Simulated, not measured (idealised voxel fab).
You're looking at the process module voxel wiring stack.
Cross-sectional view cut (width: 270 nm; square cell size: 5 nm).
This document writes a cross-section as a grid whose cells are square, and gives it as bands, listed from the top down; one or more rows of cells form a band. Read a band's entry like this: the first values are the height of its top and the height of its bottom in nm, and what follows is the sequence of materials from left to right, each with its width in nm. Note that "blank" is empty space, and that a single material marked "edge to edge" reaches across the band from edge to edge. For the purposes of this specification, 0 denotes the height below which the wafer in its as-received condition is composed wholly of one material, and the lowermost band, lacking a lower limit, extends downward without end, as expressed in "0 -> down". Quick explanation for "30->40": the width changes in equal steps down the rows of cells, from the first number in the band's top row to the second number in its bottom row. When a step is marked "identical to before", none of the cells in the cross-section changed during that step. Listed in "Enclosed void list": every empty space of 8 or more cells without an open way to the top. Form: width x height at distance, the distance being from the left edge, all in nm. Read whatever lies past the settings on a step's line as the simulator's own remark about the step. If you see "overlay nm" on a step's line and that step has a mask, it's telling you how far right of where it was planned the mask ended up; a negative number means it went left instead.

### Here's what the planned process steps look like
| 1 | RECEIVE: material Si |
| 2 | CONFORMAL_DEP: material SiO2, thk nm 15 |
| 3 | CONFORMAL_DEP: material SiN, thk nm 5 |
| 4 | DIRECTIONAL_DEP: material lowk, thk nm 15 |
| 5 | PATTERN: tone open, mask id METAL_1, material resist, width nm 30, pitch nm 60, thk nm 20, overlay nm 0 |
| 6 | DIRECTIONAL_ETCH: etch materials lowk, depth nm 15 |
| 7 | DIRECTIONAL_ETCH: etch materials SiN, depth nm 5 |
| 8 | STRIP: etch materials resist |
| 9 | CONFORMAL_DEP: material TiN, thk nm 5 |
| 10 | FILL_DEP: material Cu, thk nm 5 |
| 11 | CMP: height nm 35 |
| 12 | CONFORMAL_DEP: material SiCN, thk nm 5 |
| 13 | DIRECTIONAL_DEP: material lowk, thk nm 30 |
| 14 | DIRECTIONAL_DEP: material aC, thk nm 10 |
| 15 | PATTERN: tone open, mask id METAL_2, material resist, width nm 30, pitch nm 60, thk nm 25, overlay nm 0 |
| 16 | DIRECTIONAL_ETCH: etch materials aC, depth nm 10 |
| 17 | STRIP: etch materials resist |
| 18 | DIRECTIONAL_ETCH: etch materials lowk, depth nm 20 |
| 19 | STRIP: etch materials aC |
| 20 | MASKED_ETCH: tone open, mask id METAL_2_HOLES, width nm 15, pitch nm 60, etch materials lowk, depth nm 10, overlay nm 0 |
| 21 | MASKED_ETCH: tone open, mask id METAL_2_HOLES, width nm 15, pitch nm 60, etch materials SiCN, depth nm 5, overlay nm 0 |
| 22 | CONFORMAL_DEP: material TiN, thk nm 5 |
| 23 | FILL_DEP: material Cu, thk nm 5 |
| 24 | CMP: height nm 70 |
| 25 | CONFORMAL_DEP: material SiCN, thk nm 5 |
| 26 | DIRECTIONAL_DEP: material lowk, thk nm 30 |
| 27 | DIRECTIONAL_DEP: material aC, thk nm 10 |
| 28 | PATTERN: tone open, mask id METAL_3_HOLES, material resist, width nm 15, pitch nm 120, thk nm 25, overlay nm 0 |
| 29 | DIRECTIONAL_ETCH: etch materials aC, depth nm 10 |
| 30 | STRIP: etch materials resist |
| 31 | DIRECTIONAL_ETCH: etch materials lowk, depth nm 30 |
| 32 | STRIP: etch materials aC |
| 33 | DIRECTIONAL_DEP: material aC, thk nm 10 |
| 34 | PATTERN: tone open, mask id METAL_3, material resist, width nm 30, pitch nm 60, thk nm 25, overlay nm 0 |
| 35 | DIRECTIONAL_ETCH: etch materials aC, depth nm 10 |
| 36 | STRIP: etch materials resist |
| 37 | DIRECTIONAL_ETCH: etch materials lowk, depth nm 15 |
| 38 | DIRECTIONAL_ETCH: etch materials SiCN, depth nm 5 |
| 39 | STRIP: etch materials aC |
| 40 | CONFORMAL_DEP: material TiN, thk nm 5 |
| 41 | FILL_DEP: material Cu, thk nm 5 |
| 42 | CMP: height nm 105 |
| 43 | CONFORMAL_DEP: material SiCN, thk nm 5 |

### Of two wafers, the first: run according to plan

### as received, after step 1
> 0 -> down  Si edge to edge
> Enclosed void list: none

### Cross-section through the wafer, step 2 finished
> 15 -> 0  SiO2 edge to edge
> Nothing below the height 0 has changed.

### Cross-section through the wafer, step 3 finished
> 20 -> 15  SiN edge to edge
> Nothing below the height 15 has changed.

### Cross-section through the wafer, step 4 finished
> 35 -> 20  lowk edge to edge
> Nothing below the height 20 has changed.

### Cross-section through the wafer, step 5 finished
> 55 -> 35  resist 30 nm, then blank 30 nm, then resist 30 nm, then blank 30 nm, then resist 30 nm, then blank 30 nm, then resist 30 nm, then blank 30 nm, then resist 30 nm
> Nothing below the height 35 has changed.

### Cross-section through the wafer, step 6 finished
> 55 -> 35  resist 30 nm, then blank 30 nm, then resist 30 nm, then blank 30 nm, then resist 30 nm, then blank 30 nm, then resist 30 nm, then blank 30 nm, then resist 30 nm
> 35 -> 20  lowk 30 nm, then blank 30 nm, then lowk 30 nm, then blank 30 nm, then lowk 30 nm, then blank 30 nm, then lowk 30 nm, then blank 30 nm, then lowk 30 nm
> Nothing below the height 20 has changed.

### Cross-section through the wafer, step 7 finished
> 55 -> 35  resist 30 nm, then blank 30 nm, then resist 30 nm, then blank 30 nm, then resist 30 nm, then blank 30 nm, then resist 30 nm, then blank 30 nm, then resist 30 nm
> 35 -> 20  lowk 30 nm, then blank 30 nm, then lowk 30 nm, then blank 30 nm, then lowk 30 nm, then blank 30 nm, then lowk 30 nm, then blank 30 nm, then lowk 30 nm
> 20 -> 15  SiN 30 nm, then blank 30 nm, then SiN 30 nm, then blank 30 nm, then SiN 30 nm, then blank 30 nm, then SiN 30 nm, then blank 30 nm, then SiN 30 nm
> Nothing below the height 15 has changed.

### Cross-section through the wafer, step 8 finished
> 35 -> 20  lowk 30 nm, then blank 30 nm, then lowk 30 nm, then blank 30 nm, then lowk 30 nm, then blank 30 nm, then lowk 30 nm, then blank 30 nm, then lowk 30 nm
> Nothing below the height 20 has changed.

### Cross-section through the wafer, step 9 finished
> 40 -> 35  TiN 35 nm, then blank 20 nm, then TiN 40 nm, then blank 20 nm, then TiN 40 nm, then blank 20 nm, then TiN 40 nm, then blank 20 nm, then TiN 35 nm
> 35 -> 20  lowk 30 nm, then TiN 5 nm, then blank 20 nm, then TiN 5 nm, then lowk 30 nm, then TiN 5 nm, then blank 20 nm, then TiN 5 nm, then lowk 30 nm, then TiN 5 nm, then blank 20 nm, then TiN 5 nm, then lowk 30 nm, then TiN 5 nm, then blank 20 nm, then TiN 5 nm, then lowk 30 nm
> 20 -> 15  SiN 30 nm, then TiN 30 nm, then SiN 30 nm, then TiN 30 nm, then SiN 30 nm, then TiN 30 nm, then SiN 30 nm, then TiN 30 nm, then SiN 30 nm
> Nothing below the height 15 has changed.

### Cross-section through the wafer, step 10 finished
> 45 -> 40  Cu edge to edge
> 40 -> 35  TiN 35 nm, then Cu 20 nm, then TiN 40 nm, then Cu 20 nm, then TiN 40 nm, then Cu 20 nm, then TiN 40 nm, then Cu 20 nm, then TiN 35 nm
> 35 -> 20  lowk 30 nm, then TiN 5 nm, then Cu 20 nm, then TiN 5 nm, then lowk 30 nm, then TiN 5 nm, then Cu 20 nm, then TiN 5 nm, then lowk 30 nm, then TiN 5 nm, then Cu 20 nm, then TiN 5 nm, then lowk 30 nm, then TiN 5 nm, then Cu 20 nm, then TiN 5 nm, then lowk 30 nm
> Nothing below the height 20 has changed.

### Cross-section through the wafer, step 11 finished
> 35 -> 20  lowk 30 nm, then TiN 5 nm, then Cu 20 nm, then TiN 5 nm, then lowk 30 nm, then TiN 5 nm, then Cu 20 nm, then TiN 5 nm, then lowk 30 nm, then TiN 5 nm, then Cu 20 nm, then TiN 5 nm, then lowk 30 nm, then TiN 5 nm, then Cu 20 nm, then TiN 5 nm, then lowk 30 nm
> Nothing below the height 20 has changed.

### Cross-section through the wafer, step 12 finished
> 40 -> 35  SiCN edge to edge
> Nothing below the height 35 has changed.

### Cross-section through the wafer, step 13 finished
> 70 -> 40  lowk edge to edge
> Nothing below the height 40 has changed.

### Cross-section through the wafer, step 14 finished
> 80 -> 70  aC edge to edge
> Nothing below the height 70 has changed.

### Cross-section through the wafer, step 15 finished
> 105 -> 80  resist 30 nm, then blank 30 nm, then resist 30 nm, then blank 30 nm, then resist 30 nm, then blank 30 nm, then resist 30 nm, then blank 30 nm, then resist 30 nm
> Nothing below the height 80 has changed.

### Cross-section through the wafer, step 16 finished
> 95 -> 80  resist 30 nm, then blank 30 nm, then resist 30 nm, then blank 30 nm, then resist 30 nm, then blank 30 nm, then resist 30 nm, then blank 30 nm, then resist 30 nm
> 80 -> 70  aC 30 nm, then blank 30 nm, then aC 30 nm, then blank 30 nm, then aC 30 nm, then blank 30 nm, then aC 30 nm, then blank 30 nm, then aC 30 nm
> Nothing below the height 70 has changed.

### Cross-section through the wafer, step 17 finished
> 80 -> 70  aC 30 nm, then blank 30 nm, then aC 30 nm, then blank 30 nm, then aC 30 nm, then blank 30 nm, then aC 30 nm, then blank 30 nm, then aC 30 nm
> Nothing below the height 70 has changed.

### Cross-section through the wafer, step 18 finished
> 80 -> 70  aC 30 nm, then blank 30 nm, then aC 30 nm, then blank 30 nm, then aC 30 nm, then blank 30 nm, then aC 30 nm, then blank 30 nm, then aC 30 nm
> 70 -> 50  lowk 30 nm, then blank 30 nm, then lowk 30 nm, then blank 30 nm, then lowk 30 nm, then blank 30 nm, then lowk 30 nm, then blank 30 nm, then lowk 30 nm
> Nothing below the height 50 has changed.

### Cross-section through the wafer, step 19 finished
> 70 -> 50  lowk 30 nm, then blank 30 nm, then lowk 30 nm, then blank 30 nm, then lowk 30 nm, then blank 30 nm, then lowk 30 nm, then blank 30 nm, then lowk 30 nm
> Nothing below the height 50 has changed.

### Cross-section through the wafer, step 20 finished
> 70 -> 50  lowk 30 nm, then blank 30 nm, then lowk 30 nm, then blank 30 nm, then lowk 30 nm, then blank 30 nm, then lowk 30 nm, then blank 30 nm, then lowk 30 nm
> 50 -> 40  lowk 30 nm, then blank 15 nm, then lowk 45 nm, then blank 15 nm, then lowk 45 nm, then blank 15 nm, then lowk 45 nm, then blank 15 nm, then lowk 45 nm
> Nothing below the height 40 has changed.

### Cross-section through the wafer, step 21 finished
> 70 -> 50  lowk 30 nm, then blank 30 nm, then lowk 30 nm, then blank 30 nm, then lowk 30 nm, then blank 30 nm, then lowk 30 nm, then blank 30 nm, then lowk 30 nm
> 50 -> 40  lowk 30 nm, then blank 15 nm, then lowk 45 nm, then blank 15 nm, then lowk 45 nm, then blank 15 nm, then lowk 45 nm, then blank 15 nm, then lowk 45 nm
> 40 -> 35  SiCN 30 nm, then blank 15 nm, then SiCN 45 nm, then blank 15 nm, then SiCN 45 nm, then blank 15 nm, then SiCN 45 nm, then blank 15 nm, then SiCN 45 nm
> Nothing below the height 35 has changed.

### Cross-section through the wafer, step 22 finished
> 75 -> 70  TiN 35 nm, then blank 20 nm, then TiN 40 nm, then blank 20 nm, then TiN 40 nm, then blank 20 nm, then TiN 40 nm, then blank 20 nm, then TiN 35 nm
> 70 -> 55  lowk 30 nm, then TiN 5 nm, then blank 20 nm, then TiN 5 nm, then lowk 30 nm, then TiN 5 nm, then blank 20 nm, then TiN 5 nm, then lowk 30 nm, then TiN 5 nm, then blank 20 nm, then TiN 5 nm, then lowk 30 nm, then TiN 5 nm, then blank 20 nm, then TiN 5 nm, then lowk 30 nm
> 55 -> 50  lowk 30 nm, then TiN 5 nm, then blank 5 nm, then TiN 20 nm, then lowk 30 nm, then TiN 5 nm, then blank 5 nm, then TiN 20 nm, then lowk 30 nm, then TiN 5 nm, then blank 5 nm, then TiN 20 nm, then lowk 30 nm, then TiN 5 nm, then blank 5 nm, then TiN 20 nm, then lowk 30 nm
> 50 -> 40  lowk 30 nm, then TiN 5 nm, then blank 5 nm, then TiN 5 nm, then lowk 45 nm, then TiN 5 nm, then blank 5 nm, then TiN 5 nm, then lowk 45 nm, then TiN 5 nm, then blank 5 nm, then TiN 5 nm, then lowk 45 nm, then TiN 5 nm, then blank 5 nm, then TiN 5 nm, then lowk 45 nm
> 40 -> 35  SiCN 30 nm, then TiN 15 nm, then SiCN 45 nm, then TiN 15 nm, then SiCN 45 nm, then TiN 15 nm, then SiCN 45 nm, then TiN 15 nm, then SiCN 45 nm
> Nothing below the height 35 has changed.

### Cross-section through the wafer, step 23 finished
> 80 -> 75  Cu edge to edge
> 75 -> 70  TiN 35 nm, then Cu 20 nm, then TiN 40 nm, then Cu 20 nm, then TiN 40 nm, then Cu 20 nm, then TiN 40 nm, then Cu 20 nm, then TiN 35 nm
> 70 -> 55  lowk 30 nm, then TiN 5 nm, then Cu 20 nm, then TiN 5 nm, then lowk 30 nm, then TiN 5 nm, then Cu 20 nm, then TiN 5 nm, then lowk 30 nm, then TiN 5 nm, then Cu 20 nm, then TiN 5 nm, then lowk 30 nm, then TiN 5 nm, then Cu 20 nm, then TiN 5 nm, then lowk 30 nm
> 55 -> 50  lowk 30 nm, then TiN 5 nm, then Cu 5 nm, then TiN 20 nm, then lowk 30 nm, then TiN 5 nm, then Cu 5 nm, then TiN 20 nm, then lowk 30 nm, then TiN 5 nm, then Cu 5 nm, then TiN 20 nm, then lowk 30 nm, then TiN 5 nm, then Cu 5 nm, then TiN 20 nm, then lowk 30 nm
> 50 -> 40  lowk 30 nm, then TiN 5 nm, then Cu 5 nm, then TiN 5 nm, then lowk 45 nm, then TiN 5 nm, then Cu 5 nm, then TiN 5 nm, then lowk 45 nm, then TiN 5 nm, then Cu 5 nm, then TiN 5 nm, then lowk 45 nm, then TiN 5 nm, then Cu 5 nm, then TiN 5 nm, then lowk 45 nm
> Nothing below the height 40 has changed.

### Cross-section through the wafer, step 24 finished
> 70 -> 55  lowk 30 nm, then TiN 5 nm, then Cu 20 nm, then TiN 5 nm, then lowk 30 nm, then TiN 5 nm, then Cu 20 nm, then TiN 5 nm, then lowk 30 nm, then TiN 5 nm, then Cu 20 nm, then TiN 5 nm, then lowk 30 nm, then TiN 5 nm, then Cu 20 nm, then TiN 5 nm, then lowk 30 nm
> Nothing below the height 55 has changed.

### Cross-section through the wafer, step 25 finished
> 75 -> 70  SiCN edge to edge
> Nothing below the height 70 has changed.

### Cross-section through the wafer, step 26 finished
> 105 -> 75  lowk edge to edge
> Nothing below the height 75 has changed.

### Cross-section through the wafer, step 27 finished
> 115 -> 105  aC edge to edge
> Nothing below the height 105 has changed.

### Cross-section through the wafer, step 28 finished
> 140 -> 115  resist 30 nm, then blank 15 nm, then resist 105 nm, then blank 15 nm, then resist 105 nm
> Nothing below the height 115 has changed.

### Cross-section through the wafer, step 29 finished
> 130 -> 115  resist 30 nm, then blank 15 nm, then resist 105 nm, then blank 15 nm, then resist 105 nm
> 115 -> 105  aC 30 nm, then blank 15 nm, then aC 105 nm, then blank 15 nm, then aC 105 nm
> Nothing below the height 105 has changed.

### Cross-section through the wafer, step 30 finished
> 115 -> 105  aC 30 nm, then blank 15 nm, then aC 105 nm, then blank 15 nm, then aC 105 nm
> Nothing below the height 105 has changed.

### Cross-section through the wafer, step 31 finished
> 115 -> 105  aC 30 nm, then blank 15 nm, then aC 105 nm, then blank 15 nm, then aC 105 nm
> 105 -> 75  lowk 30 nm, then blank 15 nm, then lowk 105 nm, then blank 15 nm, then lowk 105 nm
> Nothing below the height 75 has changed.

### Cross-section through the wafer, step 32 finished
> 105 -> 75  lowk 30 nm, then blank 15 nm, then lowk 105 nm, then blank 15 nm, then lowk 105 nm
> Nothing below the height 75 has changed.

### Cross-section through the wafer, step 33 finished
> 115 -> 105  aC 30 nm, then blank 15 nm, then aC 105 nm, then blank 15 nm, then aC 105 nm
> 105 -> 85  lowk 30 nm, then blank 15 nm, then lowk 105 nm, then blank 15 nm, then lowk 105 nm
> 85 -> 75  lowk 30 nm, then aC 15 nm, then lowk 105 nm, then aC 15 nm, then lowk 105 nm
> Nothing below the height 75 has changed.

### Cross-section through the wafer, step 34 finished
> 140 -> 115  resist 30 nm, then blank 30 nm, then resist 30 nm, then blank 30 nm, then resist 30 nm, then blank 30 nm, then resist 30 nm, then blank 30 nm, then resist 30 nm
> Nothing below the height 115 has changed.

### Cross-section through the wafer, step 35 finished
> 130 -> 115  resist 30 nm, then blank 30 nm, then resist 30 nm, then blank 30 nm, then resist 30 nm, then blank 30 nm, then resist 30 nm, then blank 30 nm, then resist 30 nm
> 115 -> 105  aC 30 nm, then blank 30 nm, then aC 30 nm, then blank 30 nm, then aC 30 nm, then blank 30 nm, then aC 30 nm, then blank 30 nm, then aC 30 nm
> 105 -> 75  lowk 30 nm, then blank 15 nm, then lowk 105 nm, then blank 15 nm, then lowk 105 nm
> Nothing below the height 75 has changed.

### Cross-section through the wafer, step 36 finished
> 115 -> 105  aC 30 nm, then blank 30 nm, then aC 30 nm, then blank 30 nm, then aC 30 nm, then blank 30 nm, then aC 30 nm, then blank 30 nm, then aC 30 nm
> Nothing below the height 105 has changed.

### Cross-section through the wafer, step 37 finished
> 115 -> 105  aC 30 nm, then blank 30 nm, then aC 30 nm, then blank 30 nm, then aC 30 nm, then blank 30 nm, then aC 30 nm, then blank 30 nm, then aC 30 nm
> 105 -> 90  lowk 30 nm, then blank 30 nm, then lowk 30 nm, then blank 30 nm, then lowk 30 nm, then blank 30 nm, then lowk 30 nm, then blank 30 nm, then lowk 30 nm
> Nothing below the height 90 has changed.

### Cross-section through the wafer, step 38 finished
> 115 -> 105  aC 30 nm, then blank 30 nm, then aC 30 nm, then blank 30 nm, then aC 30 nm, then blank 30 nm, then aC 30 nm, then blank 30 nm, then aC 30 nm
> 105 -> 90  lowk 30 nm, then blank 30 nm, then lowk 30 nm, then blank 30 nm, then lowk 30 nm, then blank 30 nm, then lowk 30 nm, then blank 30 nm, then lowk 30 nm
> 90 -> 75  lowk 30 nm, then blank 15 nm, then lowk 105 nm, then blank 15 nm, then lowk 105 nm
> 75 -> 70  SiCN 30 nm, then blank 15 nm, then SiCN 105 nm, then blank 15 nm, then SiCN 105 nm
> Nothing below the height 70 has changed.

### Cross-section through the wafer, step 39 finished
> 105 -> 90  lowk 30 nm, then blank 30 nm, then lowk 30 nm, then blank 30 nm, then lowk 30 nm, then blank 30 nm, then lowk 30 nm, then blank 30 nm, then lowk 30 nm
> Nothing below the height 90 has changed.

### Cross-section through the wafer, step 40 finished
> 110 -> 105  TiN 35 nm, then blank 20 nm, then TiN 40 nm, then blank 20 nm, then TiN 40 nm, then blank 20 nm, then TiN 40 nm, then blank 20 nm, then TiN 35 nm
> 105 -> 95  lowk 30 nm, then TiN 5 nm, then blank 20 nm, then TiN 5 nm, then lowk 30 nm, then TiN 5 nm, then blank 20 nm, then TiN 5 nm, then lowk 30 nm, then TiN 5 nm, then blank 20 nm, then TiN 5 nm, then lowk 30 nm, then TiN 5 nm, then blank 20 nm, then TiN 5 nm, then lowk 30 nm
> 95 -> 90  lowk 30 nm, then TiN 5 nm, then blank 5 nm, then TiN 20 nm, then lowk 30 nm, then TiN 30 nm, then lowk 30 nm, then TiN 5 nm, then blank 5 nm, then TiN 20 nm, then lowk 30 nm, then TiN 30 nm, then lowk 30 nm
> 90 -> 75  lowk 30 nm, then TiN 5 nm, then blank 5 nm, then TiN 5 nm, then lowk 105 nm, then TiN 5 nm, then blank 5 nm, then TiN 5 nm, then lowk 105 nm
> 75 -> 70  SiCN 30 nm, then TiN 15 nm, then SiCN 105 nm, then TiN 15 nm, then SiCN 105 nm
> Nothing below the height 70 has changed.

### Cross-section through the wafer, step 41 finished
> 115 -> 110  Cu edge to edge
> 110 -> 105  TiN 35 nm, then Cu 20 nm, then TiN 40 nm, then Cu 20 nm, then TiN 40 nm, then Cu 20 nm, then TiN 40 nm, then Cu 20 nm, then TiN 35 nm
> 105 -> 95  lowk 30 nm, then TiN 5 nm, then Cu 20 nm, then TiN 5 nm, then lowk 30 nm, then TiN 5 nm, then Cu 20 nm, then TiN 5 nm, then lowk 30 nm, then TiN 5 nm, then Cu 20 nm, then TiN 5 nm, then lowk 30 nm, then TiN 5 nm, then Cu 20 nm, then TiN 5 nm, then lowk 30 nm
> 95 -> 90  lowk 30 nm, then TiN 5 nm, then Cu 5 nm, then TiN 20 nm, then lowk 30 nm, then TiN 30 nm, then lowk 30 nm, then TiN 5 nm, then Cu 5 nm, then TiN 20 nm, then lowk 30 nm, then TiN 30 nm, then lowk 30 nm
> 90 -> 75  lowk 30 nm, then TiN 5 nm, then Cu 5 nm, then TiN 5 nm, then lowk 105 nm, then TiN 5 nm, then Cu 5 nm, then TiN 5 nm, then lowk 105 nm
> Nothing below the height 75 has changed.

### Cross-section through the wafer, step 42 finished
> 105 -> 95  lowk 30 nm, then TiN 5 nm, then Cu 20 nm, then TiN 5 nm, then lowk 30 nm, then TiN 5 nm, then Cu 20 nm, then TiN 5 nm, then lowk 30 nm, then TiN 5 nm, then Cu 20 nm, then TiN 5 nm, then lowk 30 nm, then TiN 5 nm, then Cu 20 nm, then TiN 5 nm, then lowk 30 nm
> Nothing below the height 95 has changed.

### Cross-section through the wafer, step 43 finished
> 110 -> 105  SiCN edge to edge
> Nothing below the height 105 has changed.

### Wafer two. Same start, same plan, one slip in execution. Same as wafer one through step 33, inclusive

### Here is the second wafer in cross-section at the point where step 34 of the plan should have been done
> 140 -> 115  resist 25 nm, then blank 30 nm, then resist 30 nm, then blank 30 nm, then resist 30 nm, then blank 30 nm, then resist 30 nm, then blank 30 nm, then resist 35 nm
> Nothing below the height 115 has changed.

### Here is the second wafer in cross-section at the point where step 35 of the plan should have been done
> 130 -> 115  resist 25 nm, then blank 30 nm, then resist 30 nm, then blank 30 nm, then resist 30 nm, then blank 30 nm, then resist 30 nm, then blank 30 nm, then resist 35 nm
> 115 -> 105  aC 25 nm, then blank 30 nm, then aC 30 nm, then blank 30 nm, then aC 30 nm, then blank 30 nm, then aC 30 nm, then blank 30 nm, then aC 35 nm
> 105 -> 75  lowk 30 nm, then blank 15 nm, then lowk 105 nm, then blank 15 nm, then lowk 105 nm
> Nothing below the height 75 has changed.

### Here is the second wafer in cross-section at the point where step 36 of the plan should have been done
> 115 -> 105  aC 25 nm, then blank 30 nm, then aC 30 nm, then blank 30 nm, then aC 30 nm, then blank 30 nm, then aC 30 nm, then blank 30 nm, then aC 35 nm
> Nothing below the height 105 has changed.

### Here is the second wafer in cross-section at the point where step 37 of the plan should have been done
> 115 -> 105  aC 25 nm, then blank 30 nm, then aC 30 nm, then blank 30 nm, then aC 30 nm, then blank 30 nm, then aC 30 nm, then blank 30 nm, then aC 35 nm
> 105 -> 90  lowk 25 nm, then blank 30 nm, then lowk 30 nm, then blank 30 nm, then lowk 30 nm, then blank 30 nm, then lowk 30 nm, then blank 30 nm, then lowk 35 nm
> Nothing below the height 90 has changed.

### Here is the second wafer in cross-section at the point where step 38 of the plan should have been done
> 115 -> 105  aC 25 nm, then blank 30 nm, then aC 30 nm, then blank 30 nm, then aC 30 nm, then blank 30 nm, then aC 30 nm, then blank 30 nm, then aC 35 nm
> 105 -> 90  lowk 25 nm, then blank 30 nm, then lowk 30 nm, then blank 30 nm, then lowk 30 nm, then blank 30 nm, then lowk 30 nm, then blank 30 nm, then lowk 35 nm
> 90 -> 75  lowk 30 nm, then blank 15 nm, then lowk 105 nm, then blank 15 nm, then lowk 105 nm
> 75 -> 70  SiCN 30 nm, then blank 15 nm, then SiCN 105 nm, then blank 15 nm, then SiCN 105 nm
> Nothing below the height 70 has changed.

### Here is the second wafer in cross-section at the point where step 39 of the plan should have been done
> 105 -> 90  lowk 25 nm, then blank 30 nm, then lowk 30 nm, then blank 30 nm, then lowk 30 nm, then blank 30 nm, then lowk 30 nm, then blank 30 nm, then lowk 35 nm
> Nothing below the height 90 has changed.

### Here is the second wafer in cross-section at the point where step 40 of the plan should have been done
> 110 -> 105  TiN 30 nm, then blank 20 nm, then TiN 40 nm, then blank 20 nm, then TiN 40 nm, then blank 20 nm, then TiN 40 nm, then blank 20 nm, then TiN 40 nm
> 105 -> 95  lowk 25 nm, then TiN 5 nm, then blank 20 nm, then TiN 5 nm, then lowk 30 nm, then TiN 5 nm, then blank 20 nm, then TiN 5 nm, then lowk 30 nm, then TiN 5 nm, then blank 20 nm, then TiN 5 nm, then lowk 30 nm, then TiN 5 nm, then blank 20 nm, then TiN 5 nm, then lowk 35 nm
> 95 -> 90  lowk 25 nm, then TiN 10 nm, then blank 5 nm, then TiN 15 nm, then lowk 30 nm, then TiN 30 nm, then lowk 30 nm, then TiN 10 nm, then blank 5 nm, then TiN 15 nm, then lowk 30 nm, then TiN 30 nm, then lowk 35 nm
> 90 -> 75  lowk 30 nm, then TiN 5 nm, then blank 5 nm, then TiN 5 nm, then lowk 105 nm, then TiN 5 nm, then blank 5 nm, then TiN 5 nm, then lowk 105 nm
> 75 -> 70  SiCN 30 nm, then TiN 15 nm, then SiCN 105 nm, then TiN 15 nm, then SiCN 105 nm
> Nothing below the height 70 has changed.

### Here is the second wafer in cross-section at the point where step 41 of the plan should have been done
> 115 -> 110  Cu edge to edge
> 110 -> 105  TiN 30 nm, then Cu 20 nm, then TiN 40 nm, then Cu 20 nm, then TiN 40 nm, then Cu 20 nm, then TiN 40 nm, then Cu 20 nm, then TiN 40 nm
> 105 -> 95  lowk 25 nm, then TiN 5 nm, then Cu 20 nm, then TiN 5 nm, then lowk 30 nm, then TiN 5 nm, then Cu 20 nm, then TiN 5 nm, then lowk 30 nm, then TiN 5 nm, then Cu 20 nm, then TiN 5 nm, then lowk 30 nm, then TiN 5 nm, then Cu 20 nm, then TiN 5 nm, then lowk 35 nm
> 95 -> 90  lowk 25 nm, then TiN 10 nm, then Cu 5 nm, then TiN 15 nm, then lowk 30 nm, then TiN 30 nm, then lowk 30 nm, then TiN 10 nm, then Cu 5 nm, then TiN 15 nm, then lowk 30 nm, then TiN 30 nm, then lowk 35 nm
> 90 -> 75  lowk 30 nm, then TiN 5 nm, then Cu 5 nm, then TiN 5 nm, then lowk 105 nm, then TiN 5 nm, then Cu 5 nm, then TiN 5 nm, then lowk 105 nm
> Nothing below the height 75 has changed.

### Here is the second wafer in cross-section at the point where step 42 of the plan should have been done
> 105 -> 95  lowk 25 nm, then TiN 5 nm, then Cu 20 nm, then TiN 5 nm, then lowk 30 nm, then TiN 5 nm, then Cu 20 nm, then TiN 5 nm, then lowk 30 nm, then TiN 5 nm, then Cu 20 nm, then TiN 5 nm, then lowk 30 nm, then TiN 5 nm, then Cu 20 nm, then TiN 5 nm, then lowk 35 nm
> Nothing below the height 95 has changed.

### Here is the second wafer in cross-section at the point where step 43 of the plan should have been done
> 110 -> 105  SiCN edge to edge
> Nothing below the height 105 has changed.
Plan not followed: planned and actual differ for step 34; actual: PATTERN: tone open, mask id METAL_3, material resist, width nm 30, pitch nm 60, thk nm 25, overlay nm -5
Final wafers compared: equal cell tally per material, rearranged layout.
